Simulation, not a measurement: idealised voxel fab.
Process module heading - voxel double patterning
Each square cell in cross-section cut measures 5 nm, and the section as a whole is 210 nm wide.
Cross-section = grid of square cells, listed top down in bands; band = one or more rows.
This entry defines a band. It first specifies the height of the band's top and the height of its bottom in nm, and then specifies the band's materials from left to right, stating each material with its width in nm. The word "throughout" identifies a single material that fills the band from edge to edge, while the word "empty" identifies empty space.
We count height from 0. Below that, the starting wafer is all one material. The lowest band never ends at the bottom but goes on down; see "0 down" for how that is written.
Think of "30..40" as a width that walks from the first number to the second as you go down the band, top row to bottom row, taking equal-sized steps from row to row.
Any step labelled "no modification" changed none of the cells in the cross-section.
"Fully sealed voids": empty spaces of 8 cells or more with no open way to the top, each given as width x height at distance, distance from the left edge, all in nm.
On a step's line, text after the settings is the simulator commenting on that step.
For masked steps, "overlay nm" on the step line gives how far right of plan the mask actually lay; a minus sign means it lay to the left.

# Listed below are the process steps as planned
1: RECEIVE with material Si
2: CONFORMAL_DEP with material SiO2, thk nm 5
3: DIRECTIONAL_DEP with material W, thk nm 10
4: DIRECTIONAL_DEP with material SiN, thk nm 5
5: MASKED_ETCH with tone open, mask id FIRST, width nm 15, pitch nm 50, etch materials SiN, depth nm 10, overlay nm 0
6: MASKED_ETCH with tone open, mask id SECOND, width nm 15, etch materials SiN, depth nm 10, overlay nm 0
7: DIRECTIONAL_ETCH with etch materials W, depth nm 10
8: STRIP with etch materials SiN
The wafers are alike at the start. At step 4, their thk nm differs. The plan lists the first wafer's value.

# Received wafers, first of several: cross-section after step 1
  0 down  Si throughout
  Fully sealed voids: none

# Here's the first of several wafers in cross-section, end of the module, after the last step, step 8
  15 to 5  70 of W / 15 of empty / 10 of W / 15 of empty / 10 of W / 15 of empty / 75 of W
  5 to 0  SiO2 throughout
  0 down  Si throughout
  Fully sealed voids: none

# Final wafer cross-section at module end
  15 to 5  W throughout
  5 to 0  SiO2 throughout
  0 down  Si throughout
  Fully sealed voids: none

# Quick key for the table: a row per wafer, taken at the end of the module. For each material it tells you how many cells the wafer gained (+) or lost (-) since it came in, and the closed voids come after
thk nm 5, +42 SiO2, +66 W, Fully sealed voids: none
thk nm 10, +42 SiO2, +66 W, Fully sealed voids: none
thk nm 15, +42 SiO2, +84 W, Fully sealed voids: none
thk nm 20, +42 SiO2, +84 W, Fully sealed voids: none
thk nm 25, +42 SiO2, +84 W, Fully sealed voids: none
